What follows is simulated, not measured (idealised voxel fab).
A process module follows: voxel double patterning.
The cross-section shown here is cut; it is 255 nm wide and divided into square cells measuring 5 nm on a side.
Cross-section layout: square cells on a grid; listed as bands, top to bottom; a band spans one or more cell rows.
Heights first: top, then bottom, in nm. Then materials, left to right, each with a width in nm. "edge to edge" on a single material: fills the band edge to edge. "blank": empty space.
Heights are reckoned from 0. Under this level, the received wafer is all of one material. The bottommost band is open-ended downward, for example "z 0 and below".
Per-row width for "30->40": begins at first number (top row of band), ends at second number (bottom row), increment between rows held constant.
"nothing got changed" for a step: no cell of the cross-section changed in that step.
"Enclosed cavities" enumerates empty spaces isolated from the top, with no open way to it, that contain at least 8 cells, giving each as width x height at distance from the left edge, all three in nm.
Read whatever lies past the settings on a step's line as the simulator's own remark about the step.
A step line may carry the setting "overlay nm", which, for steps involving a mask, states the distance by which the mask lay to the right of its intended position; negative values denote displacement to the left.

Set out below are the planned steps of the process:
| 1 | RECEIVE, material Si |
| 2 | CONFORMAL_DEP, material SiO2, thk nm 5 |
| 3 | DIRECTIONAL_DEP, material W, thk nm 15 |
| 4 | DIRECTIONAL_DEP, material SiCN, thk nm 10 |
| 5 | DIRECTIONAL_DEP, material aC, thk nm 15 |
| 6 | PATTERN, tone open, mask id FIRST, material resist, width nm 15, pitch nm 50, thk nm 30, overlay nm 0 |
| 7 | DIRECTIONAL_ETCH, etch materials aC, depth nm 15 |
| 8 | STRIP, etch materials resist |
| 9 | DIRECTIONAL_ETCH, etch materials SiCN, depth nm 10 |
| 10 | STRIP, etch materials aC |
| 11 | PATTERN, tone open, mask id SECOND, material resist, width nm 15, thk nm 20, overlay nm 0 |
| 12 | DIRECTIONAL_ETCH, etch materials SiCN, depth nm 10 |
| 13 | STRIP, etch materials resist |
| 14 | DIRECTIONAL_ETCH, etch materials W, depth nm 15 |
| 15 | STRIP, etch materials SiCN |

The cross-section here shows the wafer as received, i.e. in its state after step 1:
- z 0 and below | Si edge to edge
- Enclosed cavities: none

Sectioned view, first of two wafers, at the close of the module, processed as intended in the plan:
- z 20 to 5 | W (95); blank (15); W (10); blank (15); W (10); blank (15); W (95)
- z 5 to 0 | SiO2 edge to edge
- z 0 and below | Si edge to edge
- Enclosed cavities: none

Cross-section, wafer two of two, end of module: same start and plan as wafer one, one error in execution:
- z 15 to 0 | W (95); blank (15); W (10); blank (15); W (10); blank (15); W (95)
- z 0 and below | Si edge to edge
- Enclosed cavities: none
Which mistake was made when the wafer was run? step 2 of the plan was omitted and not executed
At the finish, the second wafer shows more or fewer cells for some materials than the first does: SiO2 -51
